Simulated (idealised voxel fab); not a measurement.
Process module, titled voxel double patterning
Cross-sectional view cut (width: 180 nm; square cell size: 5 nm).
Just so we're on the same page, the cross-sections are grids of square cells, and they're listed out in bands top to bottom, each band one or more rows deep.
The band entry comprises the height of the band's top followed by the height of its bottom, expressed in nm, and subsequently the band's materials from left to right, each stated together with its width in nm. Where a single material is marked with the word "throughout", that material fills the band from edge to edge. The word "empty" represents empty space.
Convention: height 0 is the level below which the wafer, as received, is all one material. The lowest band does not terminate at the bottom but continues downward, represented as "top 0, no bottom".
The two numbers in a width such as "30..40" mark its ends across the band: the first belongs to the top row of cells, the second to the bottom row, and from each row to the next the width moves by the same amount.
Step note "remained unchanged" = no cross-section cell changed.
Listed in "Closed void listing": every empty space of 8 or more cells without an open way to the top. Form: width x height at distance, the distance being from the left edge, all in nm.
Formally, on a step line, whatever follows the settings is a remark that the simulator itself makes on the step.
When a step includes a mask, the "overlay nm" setting on its line states how far to the right of its planned place that mask lay, and negative values state how far to the left.

# Process steps (planned)
1 op RECEIVE | material Si
2 op CONFORMAL_DEP | material SiO2 | thk nm 5
3 op DIRECTIONAL_DEP | material W | thk nm 20
4 op DIRECTIONAL_DEP | material SiCN | thk nm 5
5 op MASKED_ETCH | tone open | mask id FIRST | width nm 15 | pitch nm 50 | etch materials SiCN | depth nm 5 | overlay nm 0
6 op PATTERN | tone open | mask id SECOND | material resist | width nm 15 | pitch nm 50 | thk nm 15 | overlay nm 0
7 op DIRECTIONAL_ETCH | etch materials SiCN | depth nm 5
8 op STRIP | etch materials resist
9 op DIRECTIONAL_ETCH | etch materials W | depth nm 20
10 op STRIP | etch materials SiCN
All wafers enter the flow in the same state. The width nm at step 5 differs from wafer to wafer, and the plan gives the value for the first wafer.

# Cut through the first of several wafers as received, post step 1
    top 0, no bottom = Si throughout
    Closed void listing: none

# First of several wafers, sectioned at end of module (last step: step 10)
    top 25, bottom 5 = W (30), empty (15), W (10), empty (15), W (10), empty (15), W (10), empty (15), W (10), empty (15), W (35)
    top 5, bottom 0 = SiO2 throughout
    top 0, no bottom = Si throughout
    Closed void listing: none

# Wafer cross-section (last wafer, module end)
    top 25, bottom 5 = W (25), empty (45), W (5), empty (45), W (5), empty (30), W (25)
    top 5, bottom 0 = SiO2 throughout
    top 0, no bottom = Si throughout
    Closed void listing: none

# Take any row and you have a wafer at the end of the module: how many cells of each material it has gained (+) or lost (-) since it was received, and then its closed voids
width nm 15; +36 SiO2; +84 W; Closed void listing: none
width nm 20; +36 SiO2; +72 W; Closed void listing: none
width nm 25; +36 SiO2; +60 W; Closed void listing: none
width nm 30; +36 SiO2; +48 W; Closed void listing: none
